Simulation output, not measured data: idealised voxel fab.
process module | voxel ribs on slabs
cross-section cut | 265 nm wide | cells 5 nm
A cross-section is a grid of square cells, given in bands from the top down. A band is one or more rows of cells.
Each band's line starts with the height of the band's top and of its bottom, in nm. Then come its materials from left to right, each with its width in nm. One material with "throughout" fills the band from edge to edge. "air" is empty space.
Height 0 is the level under which the wafer as received is all one material. The lowest band goes on downwards, as in "0 down".
A width such as "30 to 40" changes by the same amount from each row of cells to the next, from the band's top row to its bottom row.
"no change" after a step means that no cell of the cross-section changed.
closed voids: empty space of 8 cells or more with no open way to the top, each as width x height at its distance from the left edge, in nm
after a step's settings: what the simulator itself notes on the step
overlay nm, on a step with a mask: how far to the right of its planned place the mask lay; to the left if negative
plan
1 op RECEIVE | material Si
2 op DIRECTIONAL_DEP | material SiO2 | thk nm 30
3 op DIRECTIONAL_DEP | material polySi | thk nm 20
4 op DIRECTIONAL_DEP | material aC | thk nm 15
5 op PATTERN | tone cover | mask id RIB | material resist | width nm 30 | thk nm 35 | overlay nm 0
6 op DIRECTIONAL_ETCH | etch materials aC | depth nm 15
7 op STRIP | etch materials resist
8 op DIRECTIONAL_ETCH | etch materials polySi | depth nm 10
9 op STRIP | etch materials aC
10 op DIRECTIONAL_DEP | material aC | thk nm 10
11 op PATTERN | tone cover | mask id SLAB | material resist | width nm 80 | thk nm 25 | overlay nm 0
12 op DIRECTIONAL_ETCH | etch materials aC | depth nm 10
13 op STRIP | etch materials resist
14 op DIRECTIONAL_ETCH | etch materials polySi | depth nm 10
15 op STRIP | etch materials aC
16 op FILL_DEP | material SiO2 | thk nm 25
17 op CMP | height nm 70
18 op DIRECTIONAL_DEP | material W | thk nm 10
19 op MASKED_ETCH | tone cover | mask id HEATER | width nm 40 | etch materials W | depth nm 10 | overlay nm 0
20 op CONFORMAL_DEP | material SiO2 | thk nm 10
as received, after step 1
  0 down: Si throughout
  closed voids: none
first wafer at the end, as planned
  90 to 80: air 100 | SiO2 60 | air 105
  80 to 70: SiO2 110 | W 40 | SiO2 115
  70 to 50: SiO2 throughout
  50 to 40: SiO2 115 | polySi 30 | SiO2 120
  40 to 30: SiO2 90 | polySi 80 | SiO2 95
  30 to 0: SiO2 throughout
  0 down: Si throughout
  closed voids: none
second wafer at the end: like start, like plan, one mistake
  90 to 80: air 100 | SiO2 60 | air 105
  80 to 70: SiO2 110 | W 40 | SiO2 115
  70 to 60: SiO2 90 | polySi 80 | SiO2 95
  60 to 0: SiO2 throughout
  0 down: Si throughout
  closed voids: none
what went wrong: step 2 was run twice
at the end the second wafer has, in cells: 12 more of SiO2 | 12 fewer of polySi
